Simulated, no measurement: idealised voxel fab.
The process module that follows is named voxel wiring stack.
Square cell edge 5 nm, section width 280 nm, ID cut.
We lay out every cross-section as a grid of square cells and spell it out in bands from the top down, where one band means one or more rows of cells. Each band's line starts with the height of the band's top and of its bottom, in nm. Then come its materials from left to right, each with its width in nm. One material with "full width" fills the band from edge to edge. "blank" is empty space. For the purposes of this specification, 0 denotes the height below which the wafer in its as-received condition is composed wholly of one material, and the lowermost band, lacking a lower limit, extends downward without end, as expressed in "from 0 down". Width: "30 to 40" (first number = top row, second number = bottom row, same change from row to row of cells). Take "no modification" at face value: in the step it is given for, the cross-section changed in none of its cells. If an empty space has no open way to the top and is at least 8 cells in size, "Closed-off voids" lists it, written width x height at distance, where distance is measured from the left edge and every value is in nm. Where a step's line continues beyond its settings, the continuation is a remark by the simulator itself on that step. The "overlay nm" setting may appear on a step's line; for a step that uses a mask, it gives how far to the right of its planned position the mask lay, and a negative value indicates the left. How should the pairs below be read? Each gives the cross-section before one process step and the cross-section after it, the latter drawn only to the lowest band that changed; the step that lies between them, with its settings, appears under the pair. Does a pair pick up where the pair above left off? Only where its entry headed "Ahead of processing" says so, since pairs can come from different runs of this module on the same starting wafer.

Ahead of processing
> from 110 to 105 | 70 of SiCN | 15 of blank | 25 of SiCN | 15 of blank | 25 of SiCN | 15 of blank | 25 of SiCN | 15 of blank | 75 of SiCN
> from 105 to 95 | 65 of lowk | 5 of SiCN | 15 of blank | 5 of SiCN | 15 of lowk | 5 of SiCN | 15 of blank | 5 of SiCN | 15 of lowk | 5 of SiCN | 15 of blank | 5 of SiCN | 15 of lowk | 5 of SiCN | 15 of blank | 5 of SiCN | 70 of lowk
> from 95 to 90 | 65 of lowk | 5 of SiCN | 5 of blank | 15 of SiCN | 15 of lowk | 5 of SiCN | 5 of blank | 15 of SiCN | 15 of lowk | 5 of SiCN | 5 of blank | 15 of SiCN | 15 of lowk | 5 of SiCN | 5 of blank | 15 of SiCN | 70 of lowk
> from 90 to 80 | 65 of lowk | 5 of SiCN | 5 of blank | 5 of SiCN | 25 of lowk | 5 of SiCN | 5 of blank | 5 of SiCN | 25 of lowk | 5 of SiCN | 5 of blank | 5 of SiCN | 25 of lowk | 5 of SiCN | 5 of blank | 5 of SiCN | 80 of lowk
> from 80 to 75 | SiCN full width
> from 75 to 65 | 65 of SiO2 | 5 of TiN | 15 of Cu | 5 of TiN | 15 of SiO2 | 5 of TiN | 15 of Cu | 5 of TiN | 15 of SiO2 | 5 of TiN | 15 of Cu | 5 of TiN | 15 of SiO2 | 5 of TiN | 15 of Cu | 5 of TiN | 70 of SiO2
> from 65 to 60 | 65 of SiO2 | 5 of TiN | 5 of Cu | 15 of TiN | 15 of SiO2 | 5 of TiN | 5 of Cu | 15 of TiN | 15 of SiO2 | 5 of TiN | 5 of Cu | 15 of TiN | 15 of SiO2 | 5 of TiN | 5 of Cu | 15 of TiN | 70 of SiO2
> from 60 to 45 | 65 of SiO2 | 5 of TiN | 5 of Cu | 5 of TiN | 25 of SiO2 | 5 of TiN | 5 of Cu | 5 of TiN | 25 of SiO2 | 5 of TiN | 5 of Cu | 5 of TiN | 25 of SiO2 | 5 of TiN | 5 of Cu | 5 of TiN | 80 of SiO2
> from 45 to 40 | 65 of SiCN | 15 of TiN | 25 of SiCN | 15 of TiN | 25 of SiCN | 15 of TiN | 25 of SiCN | 15 of TiN | 80 of SiCN
> from 40 to 15 | 65 of lowk | 5 of TiN | 15 of W | 5 of TiN | 15 of lowk | 5 of TiN | 15 of W | 5 of TiN | 15 of lowk | 5 of TiN | 15 of W | 5 of TiN | 15 of lowk | 5 of TiN | 15 of W | 5 of TiN | 70 of lowk
> from 15 to 10 | 65 of SiN | 25 of TiN | 15 of SiN | 25 of TiN | 15 of SiN | 25 of TiN | 15 of SiN | 25 of TiN | 70 of SiN
> from 10 to 0 | SiO2 full width
> from 0 down | Si full width
> Closed-off voids: none

Cross-Section Thereafter
> from 120 to 110 | Cu full width
> from 110 to 105 | 70 of SiCN | 15 of Cu | 25 of SiCN | 15 of Cu | 25 of SiCN | 15 of Cu | 25 of SiCN | 15 of Cu | 75 of SiCN
> from 105 to 95 | 65 of lowk | 5 of SiCN | 15 of Cu | 5 of SiCN | 15 of lowk | 5 of SiCN | 15 of Cu | 5 of SiCN | 15 of lowk | 5 of SiCN | 15 of Cu | 5 of SiCN | 15 of lowk | 5 of SiCN | 15 of Cu | 5 of SiCN | 70 of lowk
> from 95 to 90 | 65 of lowk | 5 of SiCN | 5 of Cu | 15 of SiCN | 15 of lowk | 5 of SiCN | 5 of Cu | 15 of SiCN | 15 of lowk | 5 of SiCN | 5 of Cu | 15 of SiCN | 15 of lowk | 5 of SiCN | 5 of Cu | 15 of SiCN | 70 of lowk
> from 90 to 80 | 65 of lowk | 5 of SiCN | 5 of Cu | 5 of SiCN | 25 of lowk | 5 of SiCN | 5 of Cu | 5 of SiCN | 25 of lowk | 5 of SiCN | 5 of Cu | 5 of SiCN | 25 of lowk | 5 of SiCN | 5 of Cu | 5 of SiCN | 80 of lowk
> Whatever lies below 80 is exactly as it was before.
> Closed-off voids: none
The before and after cross-sections above differ by one step: FILL_DEP, material Cu, thk nm 10

Ahead of processing: identical to the post-step cross-section of the immediately preceding pair.

Cross-Section Thereafter
> from 105 to 95 | 65 of lowk | 5 of SiCN | 15 of Cu | 5 of SiCN | 15 of lowk | 5 of SiCN | 15 of Cu | 5 of SiCN | 15 of lowk | 5 of SiCN | 15 of Cu | 5 of SiCN | 15 of lowk | 5 of SiCN | 15 of Cu | 5 of SiCN | 70 of lowk
> Whatever lies below 95 is exactly as it was before.
> Closed-off voids: none
The before and after cross-sections above differ by one step: CMP, height nm 105

Ahead of processing: identical to the post-step cross-section of the immediately preceding pair.

Cross-Section Thereafter
> from 110 to 105 | SiCN full width
> Whatever lies below 105 is exactly as it was before.
> Closed-off voids: none
The before and after cross-sections above differ by one step: CONFORMAL_DEP, material SiCN, thk nm 5

Ahead of processing
> from 40 to 15 | lowk full width
> from 15 to 10 | SiN full width
> from 10 to 0 | SiO2 full width
> from 0 down | Si full width
> Closed-off voids: none

Cross-Section Thereafter
> from 60 to 40 | 65 of blank | 25 of resist | 15 of blank | 25 of resist | 15 of blank | 25 of resist | 15 of blank | 25 of resist | 70 of blank
> Whatever lies below 40 is exactly as it was before.
> Closed-off voids: none
The before and after cross-sections above differ by one step: PATTERN, tone cover, mask id METAL_1, material resist, width nm 25, pitch nm 40, thk nm 20, overlay nm 0

Ahead of processing: identical to the post-step cross-section of the immediately preceding pair.

Cross-Section Thereafter
> from 60 to 40 | 65 of blank | 25 of resist | 15 of blank | 25 of resist | 15 of blank | 25 of resist | 15 of blank | 25 of resist | 70 of blank
> from 40 to 15 | 65 of blank | 25 of lowk | 15 of blank | 25 of lowk | 15 of blank | 25 of lowk | 15 of blank | 25 of lowk | 70 of blank
> Whatever lies below 15 is exactly as it was before.
> Closed-off voids: none
The before and after cross-sections above differ by one step: DIRECTIONAL_ETCH, etch materials lowk, depth nm 25

Ahead of processing: identical to the post-step cross-section of the immediately preceding pair.

Cross-Section Thereafter
> from 60 to 40 | 65 of blank | 25 of resist | 15 of blank | 25 of resist | 15 of blank | 25 of resist | 15 of blank | 25 of resist | 70 of blank
> from 40 to 15 | 65 of blank | 25 of lowk | 15 of blank | 25 of lowk | 15 of blank | 25 of lowk | 15 of blank | 25 of lowk | 70 of blank
> from 15 to 10 | 65 of blank | 25 of SiN | 15 of blank | 25 of SiN | 15 of blank | 25 of SiN | 15 of blank | 25 of SiN | 70 of blank
> Whatever lies below 10 is exactly as it was before.
> Closed-off voids: none
The before and after cross-sections above differ by one step: DIRECTIONAL_ETCH, etch materials SiN, depth nm 5

Ahead of processing: identical to the post-step cross-section of the immediately preceding pair.

Cross-Section Thereafter
> from 40 to 15 | 65 of blank | 25 of lowk | 15 of blank | 25 of lowk | 15 of blank | 25 of lowk | 15 of blank | 25 of lowk | 70 of blank
> Whatever lies below 15 is exactly as it was before.
> Closed-off voids: none
The before and after cross-sections above differ by one step: STRIP, etch materials resist

Ahead of processing: identical to the post-step cross-section of the immediately preceding pair.

Cross-Section Thereafter
> from 45 to 40 | 60 of blank | 35 of TiN | 5 of blank | 35 of TiN | 5 of blank | 35 of TiN | 5 of blank | 35 of TiN | 65 of blank
> from 40 to 15 | 60 of blank | 5 of TiN | 25 of lowk | 5 of TiN | 5 of blank | 5 of TiN | 25 of lowk | 5 of TiN | 5 of blank | 5 of TiN | 25 of lowk | 5 of TiN | 5 of blank | 5 of TiN | 25 of lowk | 5 of TiN | 65 of blank
> from 15 to 10 | 65 of TiN | 25 of SiN | 15 of TiN | 25 of SiN | 15 of TiN | 25 of SiN | 15 of TiN | 25 of SiN | 70 of TiN
> Whatever lies below 10 is exactly as it was before.
> Closed-off voids: none
The before and after cross-sections above differ by one step: CONFORMAL_DEP, material TiN, thk nm 5

Ahead of processing: identical to the post-step cross-section of the immediately preceding pair.

Cross-Section Thereafter
> from 50 to 45 | W full width
> from 45 to 40 | 60 of W | 35 of TiN | 5 of W | 35 of TiN | 5 of W | 35 of TiN | 5 of W | 35 of TiN | 65 of W
> from 40 to 15 | 60 of W | 5 of TiN | 25 of lowk | 5 of TiN | 5 of W | 5 of TiN | 25 of lowk | 5 of TiN | 5 of W | 5 of TiN | 25 of lowk | 5 of TiN | 5 of W | 5 of TiN | 25 of lowk | 5 of TiN | 65 of W
> Whatever lies below 15 is exactly as it was before.
> Closed-off voids: none
The before and after cross-sections above differ by one step: FILL_DEP, material W, thk nm 5

Ahead of processing: identical to the post-step cross-section of the immediately preceding pair.

Cross-Section Thereafter
> from 40 to 15 | 60 of W | 5 of TiN | 25 of lowk | 5 of TiN | 5 of W | 5 of TiN | 25 of lowk | 5 of TiN | 5 of W | 5 of TiN | 25 of lowk | 5 of TiN | 5 of W | 5 of TiN | 25 of lowk | 5 of TiN | 65 of W
> Whatever lies below 15 is exactly as it was before.
> Closed-off voids: none
The before and after cross-sections above differ by one step: CMP, height nm 40

Ahead of processing: identical to the post-step cross-section of the immediately preceding pair.

Cross-Section Thereafter
> from 45 to 40 | SiCN full width
> Whatever lies below 40 is exactly as it was before.
> Closed-off voids: none
The before and after cross-sections above differ by one step: CONFORMAL_DEP, material SiCN, thk nm 5

Ahead of processing: identical to the post-step cross-section of the immediately preceding pair.

Cross-Section Thereafter
> from 75 to 45 | SiO2 full width
> Whatever lies below 45 is exactly as it was before.
> Closed-off voids: none
The before and after cross-sections above differ by one step: DIRECTIONAL_DEP, material SiO2, thk nm 30

Ahead of processing: identical to the post-step cross-section of the immediately preceding pair.

Cross-Section Thereafter
> from 95 to 75 | 65 of resist | 15 of blank | 25 of resist | 15 of blank | 25 of resist | 15 of blank | 25 of resist | 15 of blank | 80 of resist
> Whatever lies below 75 is exactly as it was before.
> Closed-off voids: none
The before and after cross-sections above differ by one step: PATTERN, tone open, mask id METAL_2_HOLES, material resist, width nm 15, pitch nm 40, thk nm 20, overlay nm 0

Ahead of processing: identical to the post-step cross-section of the immediately preceding pair.

Cross-Section Thereafter
> from 95 to 75 | 65 of resist | 15 of blank | 25 of resist | 15 of blank | 25 of resist | 15 of blank | 25 of resist | 15 of blank | 80 of resist
> from 75 to 45 | 65 of SiO2 | 15 of blank | 25 of SiO2 | 15 of blank | 25 of SiO2 | 15 of blank | 25 of SiO2 | 15 of blank | 80 of SiO2
> Whatever lies below 45 is exactly as it was before.
> Closed-off voids: none
The before and after cross-sections above differ by one step: DIRECTIONAL_ETCH, etch materials SiO2, depth nm 30

Ahead of processing: identical to the post-step cross-section of the immediately preceding pair.

Cross-Section Thereafter
> from 75 to 45 | 65 of SiO2 | 15 of blank | 25 of SiO2 | 15 of blank | 25 of SiO2 | 15 of blank | 25 of SiO2 | 15 of blank | 80 of SiO2
> Whatever lies below 45 is exactly as it was before.
> Closed-off voids: none
The before and after cross-sections above differ by one step: STRIP, etch materials resist

Ahead of processing: identical to the post-step cross-section of the immediately preceding pair.

Cross-Section Thereafter
> from 90 to 75 | 65 of aC | 15 of blank | 25 of aC | 15 of blank | 25 of aC | 15 of blank | 25 of aC | 15 of blank | 80 of aC
> from 75 to 60 | 65 of SiO2 | 15 of blank | 25 of SiO2 | 15 of blank | 25 of SiO2 | 15 of blank | 25 of SiO2 | 15 of blank | 80 of SiO2
> from 60 to 45 | 65 of SiO2 | 15 of aC | 25 of SiO2 | 15 of aC | 25 of SiO2 | 15 of aC | 25 of SiO2 | 15 of aC | 80 of SiO2
> Whatever lies below 45 is exactly as it was before.
> Closed-off voids: none
The before and after cross-sections above differ by one step: DIRECTIONAL_DEP, material aC, thk nm 15

Ahead of processing: identical to the post-step cross-section of the immediately preceding pair.

Cross-Section Thereafter
> from 120 to 90 | 65 of resist | 25 of blank | 15 of resist | 25 of blank | 15 of resist | 25 of blank | 15 of resist | 25 of blank | 70 of resist
> Whatever lies below 90 is exactly as it was before.
> Closed-off voids: none
The before and after cross-sections above differ by one step: PATTERN, tone open, mask id METAL_2, material resist, width nm 25, pitch nm 40, thk nm 30, overlay nm 0

Ahead of processing: identical to the post-step cross-section of the immediately preceding pair.

Cross-Section Thereafter
> from 105 to 90 | 65 of resist | 25 of blank | 15 of resist | 25 of blank | 15 of resist | 25 of blank | 15 of resist | 25 of blank | 70 of resist
> from 90 to 75 | 65 of aC | 25 of blank | 15 of aC | 25 of blank | 15 of aC | 25 of blank | 15 of aC | 25 of blank | 70 of aC
> from 75 to 45 | 65 of SiO2 | 15 of blank | 25 of SiO2 | 15 of blank | 25 of SiO2 | 15 of blank | 25 of SiO2 | 15 of blank | 80 of SiO2
> Whatever lies below 45 is exactly as it was before.
> Closed-off voids: none
The before and after cross-sections above differ by one step: DIRECTIONAL_ETCH, etch materials aC, depth nm 15

Ahead of processing: identical to the post-step cross-section of the immediately preceding pair.

Cross-Section Thereafter
> from 90 to 75 | 65 of aC | 25 of blank | 15 of aC | 25 of blank | 15 of aC | 25 of blank | 15 of aC | 25 of blank | 70 of aC
> Whatever lies below 75 is exactly as it was before.
> Closed-off voids: none
The before and after cross-sections above differ by one step: STRIP, etch materials resist

Ahead of processing: identical to the post-step cross-section of the immediately preceding pair.

Cross-Section Thereafter
> from 90 to 75 | 65 of aC | 25 of blank | 15 of aC | 25 of blank | 15 of aC | 25 of blank | 15 of aC | 25 of blank | 70 of aC
> from 75 to 60 | 65 of SiO2 | 25 of blank | 15 of SiO2 | 25 of blank | 15 of SiO2 | 25 of blank | 15 of SiO2 | 25 of blank | 70 of SiO2
> Whatever lies below 60 is exactly as it was before.
> Closed-off voids: none
The before and after cross-sections above differ by one step: DIRECTIONAL_ETCH, etch materials SiO2, depth nm 15

Ahead of processing: identical to the post-step cross-section of the immediately preceding pair.

Cross-Section Thereafter
> from 90 to 75 | 65 of aC | 25 of blank | 15 of aC | 25 of blank | 15 of aC | 25 of blank | 15 of aC | 25 of blank | 70 of aC
> from 75 to 60 | 65 of SiO2 | 25 of blank | 15 of SiO2 | 25 of blank | 15 of SiO2 | 25 of blank | 15 of SiO2 | 25 of blank | 70 of SiO2
> from 60 to 45 | 65 of SiO2 | 15 of blank | 25 of SiO2 | 15 of blank | 25 of SiO2 | 15 of blank | 25 of SiO2 | 15 of blank | 80 of SiO2
> from 45 to 40 | 65 of SiCN | 15 of blank | 25 of SiCN | 15 of blank | 25 of SiCN | 15 of blank | 25 of SiCN | 15 of blank | 80 of SiCN
> Whatever lies below 40 is exactly as it was before.
> Closed-off voids: none
The before and after cross-sections above differ by one step: DIRECTIONAL_ETCH, etch materials SiCN, depth nm 5

Ahead of processing: identical to the post-step cross-section of the immediately preceding pair.

Cross-Section Thereafter
> from 75 to 60 | 65 of SiO2 | 25 of blank | 15 of SiO2 | 25 of blank | 15 of SiO2 | 25 of blank | 15 of SiO2 | 25 of blank | 70 of SiO2
> Whatever lies below 60 is exactly as it was before.
> Closed-off voids: none
The before and after cross-sections above differ by one step: STRIP, etch materials aC

Ahead of processing: identical to the post-step cross-section of the immediately preceding pair.

Cross-Section Thereafter
> from 80 to 75 | 70 of TiN | 15 of blank | 25 of TiN | 15 of blank | 25 of TiN | 15 of blank | 25 of TiN | 15 of blank | 75 of TiN
> from 75 to 65 | 65 of SiO2 | 5 of TiN | 15 of blank | 5 of TiN | 15 of SiO2 | 5 of TiN | 15 of blank | 5 of TiN | 15 of SiO2 | 5 of TiN | 15 of blank | 5 of TiN | 15 of SiO2 | 5 of TiN | 15 of blank | 5 of TiN | 70 of SiO2
> from 65 to 60 | 65 of SiO2 | 5 of TiN | 5 of blank | 15 of TiN | 15 of SiO2 | 5 of TiN | 5 of blank | 15 of TiN | 15 of SiO2 | 5 of TiN | 5 of blank | 15 of TiN | 15 of SiO2 | 5 of TiN | 5 of blank | 15 of TiN | 70 of SiO2
> from 60 to 45 | 65 of SiO2 | 5 of TiN | 5 of blank | 5 of TiN | 25 of SiO2 | 5 of TiN | 5 of blank | 5 of TiN | 25 of SiO2 | 5 of TiN | 5 of blank | 5 of TiN | 25 of SiO2 | 5 of TiN | 5 of blank | 5 of TiN | 80 of SiO2
> from 45 to 40 | 65 of SiCN | 15 of TiN | 25 of SiCN | 15 of TiN | 25 of SiCN | 15 of TiN | 25 of SiCN | 15 of TiN | 80 of SiCN
> Whatever lies below 40 is exactly as it was before.
> Closed-off voids: none
The before and after cross-sections above differ by one step: CONFORMAL_DEP, material TiN, thk nm 5

Ahead of processing: identical to the post-step cross-section of the immediately preceding pair.

Cross-Section Thereafter
> from 90 to 80 | Cu full width
> from 80 to 75 | 70 of TiN | 15 of Cu | 25 of TiN | 15 of Cu | 25 of TiN | 15 of Cu | 25 of TiN | 15 of Cu | 75 of TiN
> from 75 to 65 | 65 of SiO2 | 5 of TiN | 15 of Cu | 5 of TiN | 15 of SiO2 | 5 of TiN | 15 of Cu | 5 of TiN | 15 of SiO2 | 5 of TiN | 15 of Cu | 5 of TiN | 15 of SiO2 | 5 of TiN | 15 of Cu | 5 of TiN | 70 of SiO2
> from 65 to 60 | 65 of SiO2 | 5 of TiN | 5 of Cu | 15 of TiN | 15 of SiO2 | 5 of TiN | 5 of Cu | 15 of TiN | 15 of SiO2 | 5 of TiN | 5 of Cu | 15 of TiN | 15 of SiO2 | 5 of TiN | 5 of Cu | 15 of TiN | 70 of SiO2
> from 60 to 45 | 65 of SiO2 | 5 of TiN | 5 of Cu | 5 of TiN | 25 of SiO2 | 5 of TiN | 5 of Cu | 5 of TiN | 25 of SiO2 | 5 of TiN | 5 of Cu | 5 of TiN | 25 of SiO2 | 5 of TiN | 5 of Cu | 5 of TiN | 80 of SiO2
> Whatever lies below 45 is exactly as it was before.
> Closed-off voids: none
The before and after cross-sections above differ by one step: FILL_DEP, material Cu, thk nm 10

Ahead of processing: identical to the post-step cross-section of the immediately preceding pair.

Cross-Section Thereafter
> from 75 to 65 | 65 of SiO2 | 5 of TiN | 15 of Cu | 5 of TiN | 15 of SiO2 | 5 of TiN | 15 of Cu | 5 of TiN | 15 of SiO2 | 5 of TiN | 15 of Cu | 5 of TiN | 15 of SiO2 | 5 of TiN | 15 of Cu | 5 of TiN | 70 of SiO2
> Whatever lies below 65 is exactly as it was before.
> Closed-off voids: none
The before and after cross-sections above differ by one step: CMP, height nm 75

Ahead of processing: identical to the post-step cross-section of the immediately preceding pair.

Cross-Section Thereafter
> from 80 to 75 | SiCN full width
> Whatever lies below 75 is exactly as it was before.
> Closed-off voids: none
The before and after cross-sections above differ by one step: CONFORMAL_DEP, material SiCN, thk nm 5

Ahead of processing: identical to the post-step cross-section of the immediately preceding pair.

Cross-Section Thereafter
> from 105 to 80 | lowk full width
> Whatever lies below 80 is exactly as it was before.
> Closed-off voids: none
The before and after cross-sections above differ by one step: DIRECTIONAL_DEP, material lowk, thk nm 25

Ahead of processing: identical to the post-step cross-section of the immediately preceding pair.

Cross-Section Thereafter
> from 125 to 105 | 65 of resist | 15 of blank | 25 of resist | 15 of blank | 25 of resist | 15 of blank | 25 of resist | 15 of blank | 80 of resist
> Whatever lies below 105 is exactly as it was before.
> Closed-off voids: none
The before and after cross-sections above differ by one step: PATTERN, tone open, mask id METAL_3_HOLES, material resist, width nm 15, pitch nm 40, thk nm 20, overlay nm 0

Ahead of processing: identical to the post-step cross-section of the immediately preceding pair.

Cross-Section Thereafter
> from 125 to 105 | 65 of resist | 15 of blank | 25 of resist | 15 of blank | 25 of resist | 15 of blank | 25 of resist | 15 of blank | 80 of resist
> from 105 to 80 | 65 of lowk | 15 of blank | 25 of lowk | 15 of blank | 25 of lowk | 15 of blank | 25 of lowk | 15 of blank | 80 of lowk
> Whatever lies below 80 is exactly as it was before.
> Closed-off voids: none
The before and after cross-sections above differ by one step: DIRECTIONAL_ETCH, etch materials lowk, depth nm 25

Ahead of processing: identical to the post-step cross-section of the immediately preceding pair.

Cross-Section Thereafter
> from 105 to 80 | 65 of lowk | 15 of blank | 25 of lowk | 15 of blank | 25 of lowk | 15 of blank | 25 of lowk | 15 of blank | 80 of lowk
> Whatever lies below 80 is exactly as it was before.
> Closed-off voids: none
The before and after cross-sections above differ by one step: STRIP, etch materials resist

Ahead of processing: identical to the post-step cross-section of the immediately preceding pair.

Cross-Section Thereafter
> from 115 to 105 | 65 of aC | 15 of blank | 25 of aC | 15 of blank | 25 of aC | 15 of blank | 25 of aC | 15 of blank | 80 of aC
> from 105 to 90 | 65 of lowk | 15 of blank | 25 of lowk | 15 of blank | 25 of lowk | 15 of blank | 25 of lowk | 15 of blank | 80 of lowk
> from 90 to 80 | 65 of lowk | 15 of aC | 25 of lowk | 15 of aC | 25 of lowk | 15 of aC | 25 of lowk | 15 of aC | 80 of lowk
> Whatever lies below 80 is exactly as it was before.
> Closed-off voids: none
The before and after cross-sections above differ by one step: DIRECTIONAL_DEP, material aC, thk nm 10

Ahead of processing: identical to the post-step cross-section of the immediately preceding pair.

Cross-Section Thereafter
> from 145 to 115 | 65 of resist | 25 of blank | 15 of resist | 25 of blank | 15 of resist | 25 of blank | 15 of resist | 25 of blank | 70 of resist
> Whatever lies below 115 is exactly as it was before.
> Closed-off voids: none
The before and after cross-sections above differ by one step: PATTERN, tone open, mask id METAL_3, material resist, width nm 25, pitch nm 40, thk nm 30, overlay nm 0

Ahead of processing: identical to the post-step cross-section of the immediately preceding pair.

Cross-Section Thereafter
> from 135 to 115 | 65 of resist | 25 of blank | 15 of resist | 25 of blank | 15 of resist | 25 of blank | 15 of resist | 25 of blank | 70 of resist
> from 115 to 105 | 65 of aC | 25 of blank | 15 of aC | 25 of blank | 15 of aC | 25 of blank | 15 of aC | 25 of blank | 70 of aC
> from 105 to 80 | 65 of lowk | 15 of blank | 25 of lowk | 15 of blank | 25 of lowk | 15 of blank | 25 of lowk | 15 of blank | 80 of lowk
> Whatever lies below 80 is exactly as it was before.
> Closed-off voids: none
The before and after cross-sections above differ by one step: DIRECTIONAL_ETCH, etch materials aC, depth nm 10

Ahead of processing: identical to the post-step cross-section of the immediately preceding pair.

Cross-Section Thereafter
> from 115 to 105 | 65 of aC | 25 of blank | 15 of aC | 25 of blank | 15 of aC | 25 of blank | 15 of aC | 25 of blank | 70 of aC
> Whatever lies below 105 is exactly as it was before.
> Closed-off voids: none
The before and after cross-sections above differ by one step: STRIP, etch materials resist

Ahead of processing: identical to the post-step cross-section of the immediately preceding pair.

Cross-Section Thereafter
> from 115 to 105 | 65 of aC | 25 of blank | 15 of aC | 25 of blank | 15 of aC | 25 of blank | 15 of aC | 25 of blank | 70 of aC
> from 105 to 90 | 65 of lowk | 25 of blank | 15 of lowk | 25 of blank | 15 of lowk | 25 of blank | 15 of lowk | 25 of blank | 70 of lowk
> Whatever lies below 90 is exactly as it was before.
> Closed-off voids: none
The before and after cross-sections above differ by one step: DIRECTIONAL_ETCH, etch materials lowk, depth nm 15

Ahead of processing: identical to the post-step cross-section of the immediately preceding pair.

Cross-Section Thereafter
> from 115 to 105 | 65 of aC | 25 of blank | 15 of aC | 25 of blank | 15 of aC | 25 of blank | 15 of aC | 25 of blank | 70 of aC
> from 105 to 90 | 65 of lowk | 25 of blank | 15 of lowk | 25 of blank | 15 of lowk | 25 of blank | 15 of lowk | 25 of blank | 70 of lowk
> from 90 to 80 | 65 of lowk | 15 of blank | 25 of lowk | 15 of blank | 25 of lowk | 15 of blank | 25 of lowk | 15 of blank | 80 of lowk
> from 80 to 75 | 65 of SiCN | 15 of blank | 25 of SiCN | 15 of blank | 25 of SiCN | 15 of blank | 25 of SiCN | 15 of blank | 80 of SiCN
> Whatever lies below 75 is exactly as it was before.
> Closed-off voids: none
The before and after cross-sections above differ by one step: DIRECTIONAL_ETCH, etch materials SiCN, depth nm 5

Ahead of processing: identical to the post-step cross-section of the immediately preceding pair.

Cross-Section Thereafter
> from 105 to 90 | 65 of lowk | 25 of blank | 15 of lowk | 25 of blank | 15 of lowk | 25 of blank | 15 of lowk | 25 of blank | 70 of lowk
> Whatever lies below 90 is exactly as it was before.
> Closed-off voids: none
The before and after cross-sections above differ by one step: STRIP, etch materials aC

Ahead of processing: identical to the post-step cross-section of the immediately preceding pair.

Cross-Section Thereafter
> from 110 to 105 | 70 of TiN | 15 of blank | 25 of TiN | 15 of blank | 25 of TiN | 15 of blank | 25 of TiN | 15 of blank | 75 of TiN
> from 105 to 95 | 65 of lowk | 5 of TiN | 15 of blank | 5 of TiN | 15 of lowk | 5 of TiN | 15 of blank | 5 of TiN | 15 of lowk | 5 of TiN | 15 of blank | 5 of TiN | 15 of lowk | 5 of TiN | 15 of blank | 5 of TiN | 70 of lowk
> from 95 to 90 | 65 of lowk | 5 of TiN | 5 of blank | 15 of TiN | 15 of lowk | 5 of TiN | 5 of blank | 15 of TiN | 15 of lowk | 5 of TiN | 5 of blank | 15 of TiN | 15 of lowk | 5 of TiN | 5 of blank | 15 of TiN | 70 of lowk
> from 90 to 80 | 65 of lowk | 5 of TiN | 5 of blank | 5 of TiN | 25 of lowk | 5 of TiN | 5 of blank | 5 of TiN | 25 of lowk | 5 of TiN | 5 of blank | 5 of TiN | 25 of lowk | 5 of TiN | 5 of blank | 5 of TiN | 80 of lowk
> from 80 to 75 | 65 of SiCN | 15 of TiN | 25 of SiCN | 15 of TiN | 25 of SiCN | 15 of TiN | 25 of SiCN | 15 of TiN | 80 of SiCN
> Whatever lies below 75 is exactly as it was before.
> Closed-off voids: none
The before and after cross-sections above differ by one step: CONFORMAL_DEP, material TiN, thk nm 5

Ahead of processing: identical to the post-step cross-section of the immediately preceding pair.

Cross-Section Thereafter
> from 120 to 110 | Cu full width
> from 110 to 105 | 70 of TiN | 15 of Cu | 25 of TiN | 15 of Cu | 25 of TiN | 15 of Cu | 25 of TiN | 15 of Cu | 75 of TiN
> from 105 to 95 | 65 of lowk | 5 of TiN | 15 of Cu | 5 of TiN | 15 of lowk | 5 of TiN | 15 of Cu | 5 of TiN | 15 of lowk | 5 of TiN | 15 of Cu | 5 of TiN | 15 of lowk | 5 of TiN | 15 of Cu | 5 of TiN | 70 of lowk
> from 95 to 90 | 65 of lowk | 5 of TiN | 5 of Cu | 15 of TiN | 15 of lowk | 5 of TiN | 5 of Cu | 15 of TiN | 15 of lowk | 5 of TiN | 5 of Cu | 15 of TiN | 15 of lowk | 5 of TiN | 5 of Cu | 15 of TiN | 70 of lowk
> from 90 to 80 | 65 of lowk | 5 of TiN | 5 of Cu | 5 of TiN | 25 of lowk | 5 of TiN | 5 of Cu | 5 of TiN | 25 of lowk | 5 of TiN | 5 of Cu | 5 of TiN | 25 of lowk | 5 of TiN | 5 of Cu | 5 of TiN | 80 of lowk
> Whatever lies below 80 is exactly as it was before.
> Closed-off voids: none
The before and after cross-sections above differ by one step: FILL_DEP, material Cu, thk nm 10

Ahead of processing: identical to the post-step cross-section of the immediately preceding pair.

Cross-Section Thereafter
> from 105 to 95 | 65 of lowk | 5 of TiN | 15 of Cu | 5 of TiN | 15 of lowk | 5 of TiN | 15 of Cu | 5 of TiN | 15 of lowk | 5 of TiN | 15 of Cu | 5 of TiN | 15 of lowk | 5 of TiN | 15 of Cu | 5 of TiN | 70 of lowk
> Whatever lies below 95 is exactly as it was before.
> Closed-off voids: none
The before and after cross-sections above differ by one step: CMP, height nm 105

Ahead of processing: identical to the post-step cross-section of the immediately preceding pair.

Cross-Section Thereafter
> from 110 to 105 | SiCN full width
> Whatever lies below 105 is exactly as it was before.
> Closed-off voids: none
The before and after cross-sections above differ by one step: CONFORMAL_DEP, material SiCN, thk nm 5
